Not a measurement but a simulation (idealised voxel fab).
Title: Process Module voxel wiring stack
Shown is cross-section cut, with a width of 185 nm and square cells of size 5 nm.
Think of the cross-section as a grid of square cells. We describe it in bands, top to bottom, and each band covers one or more rows of those cells. Heads up on the band format: heights come first, top then bottom, in nm. After that it's the materials left to right, each with its width in nm. A single material flagged "edge to edge" fills the whole band edge to edge, and "empty" means there's empty space there. For the purposes of this specification, 0 denotes the height below which the wafer in its as-received condition is composed wholly of one material, and the lowermost band, lacking a lower limit, extends downward without end, as expressed in "0 and below". Width spec "30->40" -> top row of cells at first value, bottom row at second value, equal per-row change in between. Given "no change" for a step, no cell of the cross-section differs between before and after that step. "Closed-off voids" specifies each empty space that is not open to the top and that occupies no fewer than 8 cells, using the form width x height at distance, the distance measured from the left edge and all three quantities in nm. That trailing text on a step's line, after the settings, is the simulator's own remark on the step. overlay nm: for a step with a mask, the amount by which the mask lay right of where it was planned; a negative amount means left of it.
**Here's what the planned process steps look like**
| 1 | RECEIVE with material Si |
| 2 | CONFORMAL_DEP with material SiO2, thk nm 15 |
| 3 | DIRECTIONAL_DEP with material TiN, thk nm 5 |
| 4 | DIRECTIONAL_DEP with material Ru, thk nm 25 |
| 5 | PATTERN with tone cover, mask id METAL_1, material resist, width nm 30, pitch nm 45, thk nm 15, overlay nm 0 |
| 6 | DIRECTIONAL_ETCH with etch materials Ru, depth nm 25 |
| 7 | DIRECTIONAL_ETCH with etch materials TiN, depth nm 5 |
| 8 | STRIP with etch materials resist |
| 9 | CONFORMAL_DEP with material SiCN, thk nm 5 |
| 10 | FILL_DEP with material SiO2, thk nm 5 |
| 11 | CMP with height nm 45 |
| 12 | CONFORMAL_DEP with material SiCN, thk nm 5 |
| 13 | DIRECTIONAL_DEP with material lowk, thk nm 10 |
| 14 | DIRECTIONAL_DEP with material aC, thk nm 15 |
| 15 | PATTERN with tone open, mask id PLUG_1, material resist, width nm 15, pitch nm 90, thk nm 30, overlay nm 0 |
| 16 | DIRECTIONAL_ETCH with etch materials aC, depth nm 15 |
| 17 | STRIP with etch materials resist |
| 18 | DIRECTIONAL_ETCH with etch materials lowk, depth nm 10 |
| 19 | DIRECTIONAL_ETCH with etch materials SiCN, depth nm 5 |
| 20 | STRIP with etch materials aC |
| 21 | EPI with material Ru, thk nm 10 |
| 22 | EPI with material Ru, thk nm 5 |
| 23 | CONFORMAL_DEP with material SiN, thk nm 5 |
| 24 | DIRECTIONAL_DEP with material lowk, thk nm 25 |
| 25 | MASKED_ETCH with tone open, mask id METAL_2, width nm 30, pitch nm 45, etch materials lowk, depth nm 25, overlay nm 0 |
| 26 | MASKED_ETCH with tone open, mask id METAL_2, width nm 30, pitch nm 45, etch materials SiN, depth nm 5, overlay nm 0 |
| 27 | CONFORMAL_DEP with material TiN, thk nm 5 |
| 28 | FILL_DEP with material Cu, thk nm 5 |
| 29 | CMP with height nm 90 |
| 30 | EPI with material Ru, thk nm 5 |
| 31 | FILL_DEP with material SiCN, thk nm 5 |
| 32 | DIRECTIONAL_DEP with material lowk, thk nm 25 |
| 33 | DIRECTIONAL_DEP with material aC, thk nm 15 |
| 34 | PATTERN with tone open, mask id METAL_3_HOLES, material resist, width nm 15, pitch nm 45, thk nm 35, overlay nm 0 |
| 35 | DIRECTIONAL_ETCH with etch materials aC, depth nm 15 |
| 36 | STRIP with etch materials resist |
| 37 | DIRECTIONAL_ETCH with etch materials lowk, depth nm 25 |
| 38 | STRIP with etch materials aC |
| 39 | DIRECTIONAL_DEP with material aC, thk nm 10 |
| 40 | PATTERN with tone open, mask id METAL_3, material resist, width nm 30, pitch nm 45, thk nm 30, overlay nm 0 |
| 41 | DIRECTIONAL_ETCH with etch materials aC, depth nm 10 |
| 42 | STRIP with etch materials resist |
| 43 | DIRECTIONAL_ETCH with etch materials lowk, depth nm 15 |
| 44 | DIRECTIONAL_ETCH with etch materials SiCN, depth nm 5 |
| 45 | STRIP with etch materials aC |
| 46 | CONFORMAL_DEP with material TiN, thk nm 5 |
| 47 | FILL_DEP with material Cu, thk nm 10 |
| 48 | CMP with height nm 125 |
| 49 | CONFORMAL_DEP with material SiN, thk nm 5 |
**The first of the two wafers, which ran as planned**
**as received, after step 1**
* 0 and below: Si edge to edge
* Closed-off voids: none
**Cross-section: wafer state after step 2**
* 15 down to 0: SiO2 edge to edge
* Under the height 0 nothing was changed.
**Cross-section: wafer state after step 3**
* 20 down to 15: TiN edge to edge
* Under the height 15 nothing was changed.
**Cross-section: wafer state after step 4**
* 45 down to 20: Ru edge to edge
* Under the height 20 nothing was changed.
**Cross-section: wafer state after step 5**
* 60 down to 45: 30 nm empty | 30 nm resist | 15 nm empty | 30 nm resist | 15 nm empty | 30 nm resist | 35 nm empty
* Under the height 45 nothing was changed.
**Cross-section: wafer state after step 6**
* 60 down to 45: 30 nm empty | 30 nm resist | 15 nm empty | 30 nm resist | 15 nm empty | 30 nm resist | 35 nm empty
* 45 down to 20: 30 nm empty | 30 nm Ru | 15 nm empty | 30 nm Ru | 15 nm empty | 30 nm Ru | 35 nm empty
* Under the height 20 nothing was changed.
**Cross-section: wafer state after step 7**
* 60 down to 45: 30 nm empty | 30 nm resist | 15 nm empty | 30 nm resist | 15 nm empty | 30 nm resist | 35 nm empty
* 45 down to 20: 30 nm empty | 30 nm Ru | 15 nm empty | 30 nm Ru | 15 nm empty | 30 nm Ru | 35 nm empty
* 20 down to 15: 30 nm empty | 30 nm TiN | 15 nm empty | 30 nm TiN | 15 nm empty | 30 nm TiN | 35 nm empty
* Under the height 15 nothing was changed.
**Cross-section: wafer state after step 8**
* 45 down to 20: 30 nm empty | 30 nm Ru | 15 nm empty | 30 nm Ru | 15 nm empty | 30 nm Ru | 35 nm empty
* Under the height 20 nothing was changed.
**Cross-section: wafer state after step 9**
* 50 down to 45: 25 nm empty | 40 nm SiCN | 5 nm empty | 40 nm SiCN | 5 nm empty | 40 nm SiCN | 30 nm empty
* 45 down to 20: 25 nm empty | 5 nm SiCN | 30 nm Ru | 5 nm SiCN | 5 nm empty | 5 nm SiCN | 30 nm Ru | 5 nm SiCN | 5 nm empty | 5 nm SiCN | 30 nm Ru | 5 nm SiCN | 30 nm empty
* 20 down to 15: 30 nm SiCN | 30 nm TiN | 15 nm SiCN | 30 nm TiN | 15 nm SiCN | 30 nm TiN | 35 nm SiCN
* Under the height 15 nothing was changed.
**Cross-section: wafer state after step 10**
* 55 down to 50: SiO2 edge to edge
* 50 down to 45: 25 nm SiO2 | 40 nm SiCN | 5 nm SiO2 | 40 nm SiCN | 5 nm SiO2 | 40 nm SiCN | 30 nm SiO2
* 45 down to 20: 25 nm SiO2 | 5 nm SiCN | 30 nm Ru | 5 nm SiCN | 5 nm SiO2 | 5 nm SiCN | 30 nm Ru | 5 nm SiCN | 5 nm SiO2 | 5 nm SiCN | 30 nm Ru | 5 nm SiCN | 30 nm SiO2
* Under the height 20 nothing was changed.
**Cross-section: wafer state after step 11**
* 45 down to 20: 25 nm SiO2 | 5 nm SiCN | 30 nm Ru | 5 nm SiCN | 5 nm SiO2 | 5 nm SiCN | 30 nm Ru | 5 nm SiCN | 5 nm SiO2 | 5 nm SiCN | 30 nm Ru | 5 nm SiCN | 30 nm SiO2
* Under the height 20 nothing was changed.
**Cross-section: wafer state after step 12**
* 50 down to 45: SiCN edge to edge
* Under the height 45 nothing was changed.
**Cross-section: wafer state after step 13**
* 60 down to 50: lowk edge to edge
* Under the height 50 nothing was changed.
**Cross-section: wafer state after step 14**
* 75 down to 60: aC edge to edge
* Under the height 60 nothing was changed.
**Cross-section: wafer state after step 15**
* 105 down to 75: 30 nm resist | 15 nm empty | 75 nm resist | 15 nm empty | 50 nm resist
* Under the height 75 nothing was changed.
**Cross-section: wafer state after step 16**
* 90 down to 75: 30 nm resist | 15 nm empty | 75 nm resist | 15 nm empty | 50 nm resist
* 75 down to 60: 30 nm aC | 15 nm empty | 75 nm aC | 15 nm empty | 50 nm aC
* Under the height 60 nothing was changed.
**Cross-section: wafer state after step 17**
* 75 down to 60: 30 nm aC | 15 nm empty | 75 nm aC | 15 nm empty | 50 nm aC
* Under the height 60 nothing was changed.
**Cross-section: wafer state after step 18**
* 75 down to 60: 30 nm aC | 15 nm empty | 75 nm aC | 15 nm empty | 50 nm aC
* 60 down to 50: 30 nm lowk | 15 nm empty | 75 nm lowk | 15 nm empty | 50 nm lowk
* Under the height 50 nothing was changed.
**Cross-section: wafer state after step 19**
* 75 down to 60: 30 nm aC | 15 nm empty | 75 nm aC | 15 nm empty | 50 nm aC
* 60 down to 50: 30 nm lowk | 15 nm empty | 75 nm lowk | 15 nm empty | 50 nm lowk
* 50 down to 45: 30 nm SiCN | 15 nm empty | 75 nm SiCN | 15 nm empty | 50 nm SiCN
* Under the height 45 nothing was changed.
**Cross-section: wafer state after step 20**
* 60 down to 50: 30 nm lowk | 15 nm empty | 75 nm lowk | 15 nm empty | 50 nm lowk
* Under the height 50 nothing was changed.
**Cross-section: wafer state after step 21**
* 60 down to 55: 30 nm lowk | 15 nm empty | 75 nm lowk | 15 nm empty | 50 nm lowk
* 55 down to 50: 30 nm lowk | 15 nm Ru | 75 nm lowk | 15 nm Ru | 50 nm lowk
* 50 down to 45: 30 nm SiCN | 15 nm Ru | 75 nm SiCN | 15 nm Ru | 50 nm SiCN
* Under the height 45 nothing was changed.
**Cross-section: wafer state after step 22**
* 60 down to 50: 30 nm lowk | 15 nm Ru | 75 nm lowk | 15 nm Ru | 50 nm lowk
* Under the height 50 nothing was changed.
**Cross-section: wafer state after step 23**
* 65 down to 60: SiN edge to edge
* Under the height 60 nothing was changed.
**Cross-section: wafer state after step 24**
* 90 down to 65: lowk edge to edge
* Under the height 65 nothing was changed.
**Cross-section: wafer state after step 25**
* 90 down to 65: 30 nm lowk | 30 nm empty | 15 nm lowk | 30 nm empty | 15 nm lowk | 30 nm empty | 35 nm lowk
* Under the height 65 nothing was changed.
**Cross-section: wafer state after step 26**
* 90 down to 65: 30 nm lowk | 30 nm empty | 15 nm lowk | 30 nm empty | 15 nm lowk | 30 nm empty | 35 nm lowk
* 65 down to 60: 30 nm SiN | 30 nm empty | 15 nm SiN | 30 nm empty | 15 nm SiN | 30 nm empty | 35 nm SiN
* Under the height 60 nothing was changed.
**Cross-section: wafer state after step 27**
* 95 down to 90: 35 nm TiN | 20 nm empty | 25 nm TiN | 20 nm empty | 25 nm TiN | 20 nm empty | 40 nm TiN
* 90 down to 65: 30 nm lowk | 5 nm TiN | 20 nm empty | 5 nm TiN | 15 nm lowk | 5 nm TiN | 20 nm empty | 5 nm TiN | 15 nm lowk | 5 nm TiN | 20 nm empty | 5 nm TiN | 35 nm lowk
* 65 down to 60: 30 nm SiN | 30 nm TiN | 15 nm SiN | 30 nm TiN | 15 nm SiN | 30 nm TiN | 35 nm SiN
* Under the height 60 nothing was changed.
**Cross-section: wafer state after step 28**
* 100 down to 95: Cu edge to edge
* 95 down to 90: 35 nm TiN | 20 nm Cu | 25 nm TiN | 20 nm Cu | 25 nm TiN | 20 nm Cu | 40 nm TiN
* 90 down to 65: 30 nm lowk | 5 nm TiN | 20 nm Cu | 5 nm TiN | 15 nm lowk | 5 nm TiN | 20 nm Cu | 5 nm TiN | 15 nm lowk | 5 nm TiN | 20 nm Cu | 5 nm TiN | 35 nm lowk
* Under the height 65 nothing was changed.
**Cross-section: wafer state after step 29**
* 90 down to 65: 30 nm lowk | 5 nm TiN | 20 nm Cu | 5 nm TiN | 15 nm lowk | 5 nm TiN | 20 nm Cu | 5 nm TiN | 15 nm lowk | 5 nm TiN | 20 nm Cu | 5 nm TiN | 35 nm lowk
* Under the height 65 nothing was changed.
**Cross-section: wafer state after step 30**
* 95 down to 90: 25 nm empty | 40 nm Ru | 5 nm empty | 40 nm Ru | 5 nm empty | 40 nm Ru | 30 nm empty
* Under the height 90 nothing was changed.
**Cross-section: wafer state after step 31**
* 100 down to 95: SiCN edge to edge
* 95 down to 90: 25 nm SiCN | 40 nm Ru | 5 nm SiCN | 40 nm Ru | 5 nm SiCN | 40 nm Ru | 30 nm SiCN
* Under the height 90 nothing was changed.
**Cross-section: wafer state after step 32**
* 125 down to 100: lowk edge to edge
* Under the height 100 nothing was changed.
**Cross-section: wafer state after step 33**
* 140 down to 125: aC edge to edge
* Under the height 125 nothing was changed.
**Cross-section: wafer state after step 34**
* 175 down to 140: 30 nm resist | 15 nm empty | 30 nm resist | 15 nm empty | 30 nm resist | 15 nm empty | 50 nm resist
* Under the height 140 nothing was changed.
**Cross-section: wafer state after step 35**
* 160 down to 140: 30 nm resist | 15 nm empty | 30 nm resist | 15 nm empty | 30 nm resist | 15 nm empty | 50 nm resist
* 140 down to 125: 30 nm aC | 15 nm empty | 30 nm aC | 15 nm empty | 30 nm aC | 15 nm empty | 50 nm aC
* Under the height 125 nothing was changed.
**Cross-section: wafer state after step 36**
* 140 down to 125: 30 nm aC | 15 nm empty | 30 nm aC | 15 nm empty | 30 nm aC | 15 nm empty | 50 nm aC
* Under the height 125 nothing was changed.
**Cross-section: wafer state after step 37**
* 140 down to 125: 30 nm aC | 15 nm empty | 30 nm aC | 15 nm empty | 30 nm aC | 15 nm empty | 50 nm aC
* 125 down to 100: 30 nm lowk | 15 nm empty | 30 nm lowk | 15 nm empty | 30 nm lowk | 15 nm empty | 50 nm lowk
* Under the height 100 nothing was changed.
**Cross-section: wafer state after step 38**
* 125 down to 100: 30 nm lowk | 15 nm empty | 30 nm lowk | 15 nm empty | 30 nm lowk | 15 nm empty | 50 nm lowk
* Under the height 100 nothing was changed.
**Cross-section: wafer state after step 39**
* 135 down to 125: 30 nm aC | 15 nm empty | 30 nm aC | 15 nm empty | 30 nm aC | 15 nm empty | 50 nm aC
* 125 down to 110: 30 nm lowk | 15 nm empty | 30 nm lowk | 15 nm empty | 30 nm lowk | 15 nm empty | 50 nm lowk
* 110 down to 100: 30 nm lowk | 15 nm aC | 30 nm lowk | 15 nm aC | 30 nm lowk | 15 nm aC | 50 nm lowk
* Under the height 100 nothing was changed.
**Cross-section: wafer state after step 40**
* 165 down to 135: 30 nm resist | 30 nm empty | 15 nm resist | 30 nm empty | 15 nm resist | 30 nm empty | 35 nm resist
* Under the height 135 nothing was changed.
**Cross-section: wafer state after step 41**
* 155 down to 135: 30 nm resist | 30 nm empty | 15 nm resist | 30 nm empty | 15 nm resist | 30 nm empty | 35 nm resist
* 135 down to 125: 30 nm aC | 30 nm empty | 15 nm aC | 30 nm empty | 15 nm aC | 30 nm empty | 35 nm aC
* 125 down to 100: 30 nm lowk | 15 nm empty | 30 nm lowk | 15 nm empty | 30 nm lowk | 15 nm empty | 50 nm lowk
* Under the height 100 nothing was changed.
**Cross-section: wafer state after step 42**
* 135 down to 125: 30 nm aC | 30 nm empty | 15 nm aC | 30 nm empty | 15 nm aC | 30 nm empty | 35 nm aC
* Under the height 125 nothing was changed.
**Cross-section: wafer state after step 43**
* 135 down to 125: 30 nm aC | 30 nm empty | 15 nm aC | 30 nm empty | 15 nm aC | 30 nm empty | 35 nm aC
* 125 down to 110: 30 nm lowk | 30 nm empty | 15 nm lowk | 30 nm empty | 15 nm lowk | 30 nm empty | 35 nm lowk
* Under the height 110 nothing was changed.
**Cross-section: wafer state after step 44**
* 135 down to 125: 30 nm aC | 30 nm empty | 15 nm aC | 30 nm empty | 15 nm aC | 30 nm empty | 35 nm aC
* 125 down to 110: 30 nm lowk | 30 nm empty | 15 nm lowk | 30 nm empty | 15 nm lowk | 30 nm empty | 35 nm lowk
* 110 down to 100: 30 nm lowk | 15 nm empty | 30 nm lowk | 15 nm empty | 30 nm lowk | 15 nm empty | 50 nm lowk
* 100 down to 95: 30 nm SiCN | 15 nm empty | 30 nm SiCN | 15 nm empty | 30 nm SiCN | 15 nm empty | 50 nm SiCN
* Under the height 95 nothing was changed.
**Cross-section: wafer state after step 45**
* 125 down to 110: 30 nm lowk | 30 nm empty | 15 nm lowk | 30 nm empty | 15 nm lowk | 30 nm empty | 35 nm lowk
* Under the height 110 nothing was changed.
**Cross-section: wafer state after step 46**
* 130 down to 125: 35 nm TiN | 20 nm empty | 25 nm TiN | 20 nm empty | 25 nm TiN | 20 nm empty | 40 nm TiN
* 125 down to 115: 30 nm lowk | 5 nm TiN | 20 nm empty | 5 nm TiN | 15 nm lowk | 5 nm TiN | 20 nm empty | 5 nm TiN | 15 nm lowk | 5 nm TiN | 20 nm empty | 5 nm TiN | 35 nm lowk
* 115 down to 110: 30 nm lowk | 5 nm TiN | 5 nm empty | 20 nm TiN | 15 nm lowk | 5 nm TiN | 5 nm empty | 20 nm TiN | 15 nm lowk | 5 nm TiN | 5 nm empty | 20 nm TiN | 35 nm lowk
* 110 down to 100: 30 nm lowk | 5 nm TiN | 5 nm empty | 5 nm TiN | 30 nm lowk | 5 nm TiN | 5 nm empty | 5 nm TiN | 30 nm lowk | 5 nm TiN | 5 nm empty | 5 nm TiN | 50 nm lowk
* 100 down to 95: 30 nm SiCN | 15 nm TiN | 30 nm SiCN | 15 nm TiN | 30 nm SiCN | 15 nm TiN | 50 nm SiCN
* Under the height 95 nothing was changed.
**Cross-section: wafer state after step 47**
* 140 down to 130: Cu edge to edge
* 130 down to 125: 35 nm TiN | 20 nm Cu | 25 nm TiN | 20 nm Cu | 25 nm TiN | 20 nm Cu | 40 nm TiN
* 125 down to 115: 30 nm lowk | 5 nm TiN | 20 nm Cu | 5 nm TiN | 15 nm lowk | 5 nm TiN | 20 nm Cu | 5 nm TiN | 15 nm lowk | 5 nm TiN | 20 nm Cu | 5 nm TiN | 35 nm lowk
* 115 down to 110: 30 nm lowk | 5 nm TiN | 5 nm Cu | 20 nm TiN | 15 nm lowk | 5 nm TiN | 5 nm Cu | 20 nm TiN | 15 nm lowk | 5 nm TiN | 5 nm Cu | 20 nm TiN | 35 nm lowk
* 110 down to 100: 30 nm lowk | 5 nm TiN | 5 nm Cu | 5 nm TiN | 30 nm lowk | 5 nm TiN | 5 nm Cu | 5 nm TiN | 30 nm lowk | 5 nm TiN | 5 nm Cu | 5 nm TiN | 50 nm lowk
* Under the height 100 nothing was changed.
**Cross-section: wafer state after step 48**
* 125 down to 115: 30 nm lowk | 5 nm TiN | 20 nm Cu | 5 nm TiN | 15 nm lowk | 5 nm TiN | 20 nm Cu | 5 nm TiN | 15 nm lowk | 5 nm TiN | 20 nm Cu | 5 nm TiN | 35 nm lowk
* Under the height 115 nothing was changed.
**Cross-section: wafer state after step 49**
* 130 down to 125: SiN edge to edge
* Under the height 125 nothing was changed.
**For the second wafer, take the first wafer's start and plan, then add one mistake made in running it; everything through step 47, that step included, is shared with the first**
**The second wafer in cross-section, at the planned close of step 48**
* 115 down to 110: 30 nm lowk | 5 nm TiN | 5 nm Cu | 20 nm TiN | 15 nm lowk | 5 nm TiN | 5 nm Cu | 20 nm TiN | 15 nm lowk | 5 nm TiN | 5 nm Cu | 20 nm TiN | 35 nm lowk
* Under the height 110 nothing was changed.
**The second wafer in cross-section, at the planned close of step 49**
* 120 down to 115: SiN edge to edge
* Under the height 115 nothing was changed.
What broke from the plan during processing? contrary to plan, step 48 was performed as CMP with height nm 115
The second wafer ends with more or fewer cells of some materials than the first, per final count: Cu: 24 fewer | TiN: 12 fewer | lowk: 38 fewer
